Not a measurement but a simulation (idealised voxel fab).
This is a process module. Its name is voxel self aligned vias.
Square cells of 5 nm make up the cross-section cut, whose width is 220 nm.
In what follows, cross-sections appear as grids of square cells, described through bands that run from the top down, where every band is one or more rows of cells. Top, bottom (nm), then materials left to right with widths (nm); lone material tagged "edge to edge" fills the whole band edge to edge; "empty" = empty space. Heights from 0 (as-received wafer is one material below). Bottom band endless downward, as "z 0 and below". The width entry "30..40" should be interpreted row by row: the top row of cells in the band takes the first number, the bottom row takes the second number, and the change between adjacent rows is uniform throughout. Basically "nothing altered" means that step didn't change any cell in the cross-section. The list in "Sealed internal voids" covers empty spaces of 8 cells or more that cannot reach the top through any open way, and it gives each as width x height at distance; the distance is from the left edge, and width, height and distance are in nm. Where a step's line continues beyond its settings, the continuation is a remark by the simulator itself on that step. If you see "overlay nm" on a step's line and that step has a mask, it's telling you how far right of where it was planned the mask ended up; a negative number means it went left instead.
Process steps (planned):
1. RECEIVE,material Si
2. CONFORMAL_DEP,material SiO2,thk nm 15
3. CONFORMAL_DEP,material SiCN,thk nm 5
4. DIRECTIONAL_DEP,material lowk,thk nm 20
5. DIRECTIONAL_DEP,material aC,thk nm 10
6. PATTERN,tone open,mask id LINES,material resist,width nm 25,pitch nm 55,thk nm 25,overlay nm 0
7. DIRECTIONAL_ETCH,etch materials aC,depth nm 10
8. STRIP,etch materials resist
9. DIRECTIONAL_ETCH,etch materials lowk,depth nm 20
10. STRIP,etch materials aC
11. CONFORMAL_DEP,material TiN,thk nm 5
12. FILL_DEP,material W,thk nm 10
13. CMP,height nm 40
14. SELECTIVE_ETCH,etch materials W Ru TiN,depth nm 5
15. FILL_DEP,material SiN,thk nm 10
16. CMP,height nm 40
17. DIRECTIONAL_DEP,material lowk,thk nm 20
18. PATTERN,tone open,mask id VIAS,material resist,width nm 35,pitch nm 110,thk nm 15,overlay nm 0
19. DIRECTIONAL_ETCH,etch materials lowk,depth nm 20
20. DIRECTIONAL_ETCH,etch materials SiN,depth nm 5
21. STRIP,etch materials resist
22. CONFORMAL_DEP,material TiN,thk nm 5
23. FILL_DEP,material Cu,thk nm 10
24. CMP,height nm 60
25. CONFORMAL_DEP,material SiN,thk nm 5
Wafer at receipt (post step 1), cross-section:
> z 0 and below | Si edge to edge
> Sealed internal voids: none
End-of-module cross-section of the first of two wafers, processed as planned:
> z 65 to 60 | SiN edge to edge
> z 60 to 45 | lowk 35 / TiN 5 / Cu 25 / TiN 5 / lowk 75 / TiN 5 / Cu 25 / TiN 5 / lowk 40
> z 45 to 40 | lowk 35 / TiN 10 / Cu 15 / TiN 10 / lowk 75 / TiN 10 / Cu 15 / TiN 10 / lowk 40
> z 40 to 35 | lowk 40 / TiN 25 / lowk 30 / SiN 25 / lowk 30 / TiN 25 / lowk 45
> z 35 to 25 | lowk 40 / TiN 5 / W 15 / TiN 5 / lowk 30 / TiN 5 / W 15 / TiN 5 / lowk 30 / TiN 5 / W 15 / TiN 5 / lowk 45
> z 25 to 20 | lowk 40 / TiN 25 / lowk 30 / TiN 25 / lowk 30 / TiN 25 / lowk 45
> z 20 to 15 | SiCN edge to edge
> z 15 to 0 | SiO2 edge to edge
> z 0 and below | Si edge to edge
> Sealed internal voids: none
Wafer two, sectioned after the module: the first wafer's start, the first wafer's plan, and one mistake in how it was run:
> z 65 to 60 | SiN edge to edge
> z 60 to 40 | lowk 35 / TiN 5 / Cu 25 / TiN 5 / lowk 75 / TiN 5 / Cu 25 / TiN 5 / lowk 40
> z 40 to 35 | SiN 35 / TiN 35 / SiN 75 / TiN 35 / SiN 40
> z 35 to 30 | TiN 45 / W 15 / TiN 40 / W 15 / TiN 40 / W 15 / TiN 50
> z 30 to 15 | lowk 40 / TiN 5 / W 15 / TiN 5 / lowk 30 / TiN 5 / W 15 / TiN 5 / lowk 30 / TiN 5 / W 15 / TiN 5 / lowk 45
> z 15 to 10 | lowk 40 / TiN 25 / lowk 30 / TiN 25 / lowk 30 / TiN 25 / lowk 45
> z 10 to 5 | SiCN edge to edge
> z 5 to 0 | SiO2 edge to edge
> z 0 and below | Si edge to edge
> Sealed internal voids: none
Heads up, the wafer didn't run the way we planned it: step 2 was run on a setting that differed from the plan, and what really ran there is CONFORMAL_DEP,material SiO2,thk nm 5
Final wafer comparison in cells, second versus first, more or fewer per material: 4 more of Cu; 25 more of SiN; 88 fewer of SiO2; 41 more of TiN; 18 more of W
